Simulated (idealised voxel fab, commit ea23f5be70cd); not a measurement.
You're looking at the process module voxel transistor to metal.
cross-section cut | 280 nm wide | cells 5 nm
Format of a cross-section: grid, square cells. Given as bands. Order: top down. Band: one or more rows of cells.
Top height, bottom height, nm. Materials left to right, width each, nm. Single material + "edge to edge" = fills band edge to edge. "empty" = empty.
Height 0 is the level under which the wafer as received is all one material. The lowest band goes on downwards, as in "top 0, no bottom".
The width entry "30..40" should be interpreted row by row: the top row of cells in the band takes the first number, the bottom row takes the second number, and the change between adjacent rows is uniform throughout.
No cell of the cross-section changed in a step that is given as "left unchanged".
If an empty space has no open way to the top and is at least 8 cells in size, "Completely enclosed voids" lists it, written width x height at distance, where distance is measured from the left edge and every value is in nm.
Step line, after settings: the simulator's comment on this step.
For masked steps, "overlay nm" on the step line gives how far right of plan the mask actually lay; a minus sign means it lay to the left.
The steps planned for the process are as follows
1,RECEIVE (material Si)
2,OXIDIZE (depth nm 5)
3,CONFORMAL_DEP (material SiN; thk nm 10)
4,PATTERN (tone cover; mask id ACTIVE; material resist; width nm 110; pitch nm 130; thk nm 15; overlay nm 0)
5,DIRECTIONAL_ETCH (etch materials SiN; depth nm 10)
6,DIRECTIONAL_ETCH (etch materials SiO2; depth nm 5)
7,DIRECTIONAL_ETCH (etch materials Si; depth nm 35)
8,STRIP (etch materials resist)
9,FILL_DEP (material SiO2; thk nm 10)
10,CMP (height nm 10)
11,SELECTIVE_ETCH (etch materials SiO2; depth nm 10)
12,STRIP (etch materials SiN)
13,SELECTIVE_ETCH (etch materials SiO2; depth nm 5)
14,OXIDIZE (depth nm 5)
15,DIRECTIONAL_DEP (material polySi; thk nm 25)
16,DIRECTIONAL_DEP (material SiCN; thk nm 15)
17,MASKED_ETCH (tone cover; mask id GATE; width nm 30; pitch nm 130; etch materials SiCN; depth nm 25; overlay nm 0)
18,MASKED_ETCH (tone cover; mask id GATE; width nm 30; pitch nm 130; etch materials polySi; depth nm 35; overlay nm 0)
19,CONFORMAL_DEP (material SiN; thk nm 10)
20,DIRECTIONAL_ETCH (etch materials SiN; depth nm 10)
21,DIRECTIONAL_ETCH (etch materials SiO2; depth nm 5)
22,DIRECTIONAL_ETCH (etch materials Si; depth nm 5)
23,EPI (material nSi; thk nm 5)
24,FILL_DEP (material SiO2; thk nm 5)
25,CMP (height nm 20)
26,STRIP (etch materials polySi)
27,SELECTIVE_ETCH (etch materials SiO2; depth nm 5)
28,CONFORMAL_DEP (material HfO2; thk nm 5)
29,CONFORMAL_DEP (material TiN; thk nm 5)
30,FILL_DEP (material W; thk nm 5)
31,CMP (height nm 15)
32,DIRECTIONAL_DEP (material SiO2; thk nm 10)
33,PATTERN (tone open; mask id CONTACT; material resist; width nm 15; thk nm 15; overlay nm 0)
34,DIRECTIONAL_ETCH (etch materials SiO2; depth nm 35)
35,STRIP (etch materials resist)
36,CONFORMAL_DEP (material TiN; thk nm 5)
37,FILL_DEP (material W; thk nm 10)
38,CMP (height nm 25)
39,CONFORMAL_DEP (material SiCN; thk nm 5)
40,DIRECTIONAL_DEP (material lowk; thk nm 25)
41,PATTERN (tone open; mask id METAL_1; material resist; width nm 15; thk nm 15; overlay nm 0)
42,DIRECTIONAL_ETCH (etch materials lowk; depth nm 25)
43,DIRECTIONAL_ETCH (etch materials SiCN; depth nm 5)
44,STRIP (etch materials resist)
45,CONFORMAL_DEP (material TiN; thk nm 5)
46,FILL_DEP (material Ru; thk nm 5)
47,CMP (height nm 55)
48,CONFORMAL_DEP (material SiCN; thk nm 5)
The cross-section here shows the wafer as received, i.e. in its state after step 1
> top 0, no bottom | Si edge to edge
> Completely enclosed voids: none
a wafer at the end: this start, this plan, one mistake
> top 60, bottom 55 | SiCN edge to edge
> top 55, bottom 30 | lowk 30, then TiN 5, then Ru 5, then TiN 5, then lowk 60, then TiN 5, then Ru 5, then TiN 5, then lowk 40, then TiN 5, then Ru 5, then TiN 5, then lowk 60, then TiN 5, then Ru 5, then TiN 5, then lowk 30
> top 30, bottom 25 | SiCN 30, then TiN 15, then SiCN 60, then TiN 15, then SiCN 40, then TiN 15, then SiCN 60, then TiN 15, then SiCN 30
> top 25, bottom 20 | SiO2 30, then TiN 5, then W 5, then TiN 5, then SiO2 60, then TiN 5, then W 5, then TiN 5, then SiO2 40, then TiN 5, then W 5, then TiN 5, then SiO2 60, then TiN 5, then W 5, then TiN 5, then SiO2 30
> top 20, bottom 15 | SiO2 30, then TiN 15, then SiO2 60, then TiN 15, then SiO2 40, then TiN 15, then SiO2 60, then TiN 15, then SiO2 30
> top 15, bottom 0 | HfO2 50, then SiN 10, then HfO2 5, then TiN 5, then W 10, then TiN 5, then HfO2 5, then SiN 10, then HfO2 80, then SiN 10, then HfO2 5, then TiN 5, then W 10, then TiN 5, then HfO2 5, then SiN 10, then HfO2 50
> top 0, bottom -5 | HfO2 50, then SiN 10, then HfO2 5, then TiN 20, then HfO2 5, then SiN 10, then HfO2 80, then SiN 10, then HfO2 5, then TiN 20, then HfO2 5, then SiN 10, then HfO2 50
> top -5, bottom -10 | HfO2 45, then nSi 5, then SiO2 5, then HfO2 40, then SiO2 5, then nSi 5, then HfO2 70, then nSi 5, then SiO2 5, then HfO2 40, then SiO2 5, then nSi 5, then HfO2 45
> top -10, bottom -15 | SiO2 20, then nSi 30, then Si 50, then nSi 30, then SiO2 20, then nSi 30, then Si 50, then nSi 30, then SiO2 20
> top -15, bottom -40 | SiO2 20, then Si 110, then SiO2 20, then Si 110, then SiO2 20
> top -40, no bottom | Si edge to edge
> Completely enclosed voids: none
What went wrong in running the wafer? planned and actual differ for step 24; actual: FILL_DEP (material HfO2; thk nm 5)
